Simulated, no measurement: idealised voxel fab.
Name of the process module below: voxel air gaps
Section cut is 245 nm wide and gridded with 5 nm square cells.
Reading order for cross-sections: top band down to bottom band. Underlying form: a grid of square cells. Band size: one or more rows of cells.
Look at the band entry: it leads with the top's height and the bottom's height in nm. Then it lists the materials left to right, with a width in nm for each. The word "all across" on a single material says that material fills the band edge to edge. The word "blank" is empty space.
Heights are reckoned from 0. Under this level, the received wafer is all of one material. The bottommost band is open-ended downward, for example "0 down".
The width entry "30..40" should be interpreted row by row: the top row of cells in the band takes the first number, the bottom row takes the second number, and the change between adjacent rows is uniform throughout.
Any step labelled "everything unchanged" changed none of the cells in the cross-section.
Look at "Voids, enclosed" for the closed voids: empty spaces with no open path to the top, sized 8 cells or up. Each is width x height at distance, distance from the left edge, all nm.
Past the settings on a step's line: simulator remark, on that step.
"overlay nm" denotes, for a step that has a mask, the displacement of the mask to the right of its planned place, with negative values corresponding to the left.
## Steps planned for the process
| 1 | RECEIVE: material Si |
| 2 | CONFORMAL_DEP: material SiO2, thk nm 15 |
| 3 | CONFORMAL_DEP: material SiCN, thk nm 5 |
| 4 | DIRECTIONAL_DEP: material lowk, thk nm 35 |
| 5 | PATTERN: tone open, mask id LINES, material resist, width nm 25, pitch nm 55, thk nm 20, overlay nm 0 |
| 6 | DIRECTIONAL_ETCH: etch materials lowk, depth nm 35 |
| 7 | STRIP: etch materials resist |
| 8 | CONFORMAL_DEP: material TiN, thk nm 5 |
| 9 | FILL_DEP: material W, thk nm 5 |
| 10 | CMP: height nm 55 |
| 11 | EPI: material Ru, thk nm 10 |
| 12 | SELECTIVE_ETCH: etch materials lowk, depth nm 45 |
| 13 | CONFORMAL_DEP: material SiCN, thk nm 5 |
## Cross-section of the wafer at receipt, which is the condition after step 1
	0 down | Si all across
	Voids, enclosed: none
## Here's the wafer cut in cross-section after the module, started and planned just like above, except one thing was done wrong in the run
	80 to 75 | blank: 30; SiCN: 185; blank: 30
	75 to 55 | blank: 30; SiCN: 5; Ru: 175; SiCN: 5; blank: 30
	55 to 50 | blank: 30; SiCN: 25; TiN: 5; W: 15; TiN: 5; lowk: 30; TiN: 5; W: 15; TiN: 5; lowk: 30; TiN: 5; W: 15; TiN: 5; SiCN: 25; blank: 30
	50 to 25 | blank: 50; SiCN: 5; TiN: 5; W: 15; TiN: 5; lowk: 30; TiN: 5; W: 15; TiN: 5; lowk: 30; TiN: 5; W: 15; TiN: 5; SiCN: 5; blank: 50
	25 to 20 | SiCN: 55; TiN: 25; lowk: 30; TiN: 25; lowk: 30; TiN: 25; SiCN: 55
	20 to 15 | SiCN all across
	15 to 0 | SiO2 all across
	0 down | Si all across
	Voids, enclosed: none
What went wrong in running the wafer? execution of plan step 11 occurred twice
